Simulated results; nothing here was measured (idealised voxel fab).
Process module in this document: voxel quadruple lines
Cross-section cut: width 215 nm, square cells of 5 nm.
A cross-section is a grid of square cells, given in bands from the top down. A band is one or more rows of cells. Each band's line starts with the height of the band's top and of its bottom, in nm. Then come its materials from left to right, each with its width in nm. One material with "full width" fills the band from edge to edge. "empty" is empty space. Basically, 0 is our baseline, since under it the wafer straight out of the box is all one material. The bottom band has no lower end and keeps on going down, so it looks like "0..down". With a width like "30->40", each row of cells in the band differs from the next by the same amount, the top row carrying the first number and the bottom row the second. Take "remained the same" at face value: in the step it is given for, the cross-section changed in none of its cells. This entry, "Sealed voids", enumerates those empty regions of no fewer than 8 cells that possess no open connection to the top. Each region is reported in the form width x height at distance, the distance being taken from the left edge, with all three quantities expressed in nm. Where a step's line continues beyond its settings, the continuation is a remark by the simulator itself on that step. The "overlay nm" setting may appear on a step's line; for a step that uses a mask, it gives how far to the right of its planned position the mask lay, and a negative value indicates the left.

This section lists the process steps that were planned:
1. RECEIVE with material Si
2. CONFORMAL_DEP with material SiO2, thk nm 10
3. DIRECTIONAL_DEP with material Ru, thk nm 15
4. DIRECTIONAL_DEP with material polySi, thk nm 20
5. DIRECTIONAL_DEP with material aC, thk nm 25
6. PATTERN with tone cover, mask id MANDREL, material resist, width nm 20, pitch nm 60, thk nm 35, overlay nm 0
7. DIRECTIONAL_ETCH with etch materials aC, depth nm 25
8. STRIP with etch materials resist
9. CONFORMAL_DEP with material SiO2, thk nm 10
10. DIRECTIONAL_ETCH with etch materials SiO2, depth nm 10
11. STRIP with etch materials aC
12. DIRECTIONAL_ETCH with etch materials polySi, depth nm 20
13. STRIP with etch materials SiO2
14. CONFORMAL_DEP with material SiN, thk nm 5
15. DIRECTIONAL_ETCH with etch materials SiN, depth nm 5
16. STRIP with etch materials polySi
17. DIRECTIONAL_ETCH with etch materials Ru, depth nm 15
18. STRIP with etch materials SiN

As-received state of the wafer in cross-section, equivalent to post-step 1:
    0..down = Si full width
    Sealed voids: none

Post-module cross-section: identical start and plan to those above, one misstep in execution:
    25..10 = 45 nm empty / 5 nm Ru / 10 nm empty / 5 nm Ru / 20 nm empty / 5 nm Ru / 10 nm empty / 10 nm Ru / 10 nm empty / 5 nm Ru / 20 nm empty / 5 nm Ru / 10 nm empty / 5 nm Ru / 50 nm empty
    10..0 = SiO2 full width
    0..down = Si full width
    Sealed voids: none
Error vs. plan: note that step 6 departed from the planned setting and was carried out as PATTERN with tone cover, mask id MANDREL, material resist, width nm 30, pitch nm 60, thk nm 35, overlay nm 0
